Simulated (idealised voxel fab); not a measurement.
A process module follows: voxel capacitor over wiring.
Xsec cut, 245 nm wide, square cell size 5 nm.
Think of the cross-section as a grid of square cells. We describe it in bands, top to bottom, and each band covers one or more rows of those cells.
Basically the band line says how high the top is and how high the bottom is, in nm, and then what's in it from left to right, every material with its width in nm. Empty space shows up as "blank", and if a single material carries "all across" it runs the full band edge to edge.
Height reference: 0 = level under which incoming wafer is all one material. Lowest band: no bottom, runs on downward, e.g. "0..down".
Width: "30..40" (first number = top row, second number = bottom row, same change from row to row of cells).
Where the words "nothing got changed" appear for a step, the cross-section shows no cell changed by that step; every cell remained as before.
"Closed internal voids" - sealed voids, min. 8 cells, no opening to top; format: width x height at distance (distance from left edge; nm throughout).
On a step's line, text after the settings is the simulator commenting on that step.
Among the settings permitted on a step's line is "overlay nm"; applied to a step with a mask, it specifies the extent to which the mask lay to the right of its planned position, whereas a negative figure signifies a position to the left.
### Planned step list for the process
1 RECEIVE with material Si
2 CONFORMAL_DEP with material SiO2, thk nm 10
3 CONFORMAL_DEP with material SiN, thk nm 5
4 DIRECTIONAL_DEP with material SiO2, thk nm 15
5 DIRECTIONAL_DEP with material aC, thk nm 5
6 PATTERN with tone open, mask id METAL_1, material resist, width nm 25, pitch nm 75, thk nm 30, overlay nm 0
7 DIRECTIONAL_ETCH with etch materials aC, depth nm 15
8 STRIP with etch materials resist
9 DIRECTIONAL_ETCH with etch materials SiO2, depth nm 15
10 DIRECTIONAL_ETCH with etch materials SiN, depth nm 5
11 STRIP with etch materials aC
12 CONFORMAL_DEP with material TiN, thk nm 5
13 FILL_DEP with material Cu, thk nm 5
14 CMP with height nm 30
15 CONFORMAL_DEP with material SiCN, thk nm 5
16 DIRECTIONAL_DEP with material lowk, thk nm 15
17 PATTERN with tone open, mask id PLUG_1, material resist, width nm 15, thk nm 20, overlay nm 0
18 DIRECTIONAL_ETCH with etch materials lowk, depth nm 15
19 DIRECTIONAL_ETCH with etch materials SiCN, depth nm 5
20 STRIP with etch materials resist
21 CONFORMAL_DEP with material TiN, thk nm 5
22 FILL_DEP with material Ru, thk nm 10
23 CMP with height nm 50
24 DIRECTIONAL_DEP with material TiN, thk nm 10
25 DIRECTIONAL_DEP with material HfO2, thk nm 5
26 DIRECTIONAL_DEP with material TiN, thk nm 10
27 MASKED_ETCH with tone cover, mask id UPPER_PLATE, width nm 55, etch materials TiN, depth nm 10, overlay nm 0
28 MASKED_ETCH with tone cover, mask id UPPER_PLATE, width nm 55, etch materials HfO2, depth nm 5, overlay nm 0
29 PATTERN with tone cover, mask id LOWER_PLATE, material resist, width nm 65, thk nm 20, overlay nm 0
30 DIRECTIONAL_ETCH with etch materials TiN, depth nm 10
31 STRIP with etch materials resist
32 FILL_DEP with material SiO2, thk nm 15
33 CMP with height nm 85
34 DIRECTIONAL_DEP with material aC, thk nm 10
35 PATTERN with tone open, mask id PLUG_2, material resist, width nm 15, thk nm 30, overlay nm 0
36 DIRECTIONAL_ETCH with etch materials aC, depth nm 10
37 STRIP with etch materials resist
38 DIRECTIONAL_ETCH with etch materials SiO2, depth nm 10
39 STRIP with etch materials aC
40 CONFORMAL_DEP with material TiN, thk nm 5
41 FILL_DEP with material Ru, thk nm 10
42 CMP with height nm 85
43 CONFORMAL_DEP with material SiN, thk nm 5
Every wafer here starts from the same state; it is the step 5 thk nm that distinguishes them, and the value the plan gives belongs to the first wafer.
### Cross-section of the first of several wafers as received (after step 1)
	0..down  Si all across
	Closed internal voids: none
### Cross-sectional representation of the first of several wafers at the end of the module, i.e. after its terminal step, step 43
	90..85  SiN all across
	85..80  SiO2 90  TiN 5  Ru 5  TiN 5  SiO2 140
	80..75  SiO2 90  TiN 15  SiO2 140
	75..65  SiO2 80  TiN 55  SiO2 110
	65..60  SiO2 80  HfO2 55  SiO2 110
	60..50  SiO2 75  TiN 65  SiO2 105
	50..35  lowk 80  TiN 5  Ru 5  TiN 5  lowk 150
	35..30  SiCN 80  TiN 15  SiCN 150
	30..15  SiO2 70  TiN 5  Cu 15  TiN 5  SiO2 50  TiN 5  Cu 15  TiN 5  SiO2 75
	15..10  SiN 70  TiN 25  SiN 50  TiN 25  SiN 75
	10..0  SiO2 all across
	0..down  Si all across
	Closed internal voids: none
### Cross-section of the last wafer at end of module
	90..85  SiN all across
	85..80  SiO2 90  TiN 5  Ru 5  TiN 5  SiO2 140
	80..75  SiO2 90  TiN 15  SiO2 140
	75..65  SiO2 80  TiN 55  SiO2 110
	65..60  SiO2 80  HfO2 55  SiO2 110
	60..50  SiO2 75  TiN 65  SiO2 105
	50..35  lowk 80  TiN 5  Ru 5  TiN 5  lowk 150
	35..30  SiCN 80  TiN 15  SiCN 150
	30..15  SiO2 all across
	15..10  SiN all across
	10..0  SiO2 all across
	0..down  Si all across
	Closed internal voids: none
### Per wafer (row), end of module: delta in cells per material since receipt, (+) for gained, (-) for lost; closed voids after that
thk nm 5; +18 Cu; +11 HfO2; +4 Ru; +46 SiCN; +88 SiN; +493 SiO2; +84 TiN; +138 lowk; Closed internal voids: none
thk nm 10; +18 Cu; +11 HfO2; +4 Ru; +46 SiCN; +88 SiN; +493 SiO2; +84 TiN; +138 lowk; Closed internal voids: none
thk nm 15; +18 Cu; +11 HfO2; +4 Ru; +46 SiCN; +88 SiN; +493 SiO2; +84 TiN; +138 lowk; Closed internal voids: none
thk nm 20; +11 HfO2; +4 Ru; +46 SiCN; +98 SiN; +523 SiO2; +62 TiN; +138 lowk; Closed internal voids: none
thk nm 25; +11 HfO2; +4 Ru; +46 SiCN; +98 SiN; +523 SiO2; +62 TiN; +138 lowk; Closed internal voids: none
thk nm 30; +11 HfO2; +4 Ru; +46 SiCN; +98 SiN; +523 SiO2; +62 TiN; +138 lowk; Closed internal voids: none
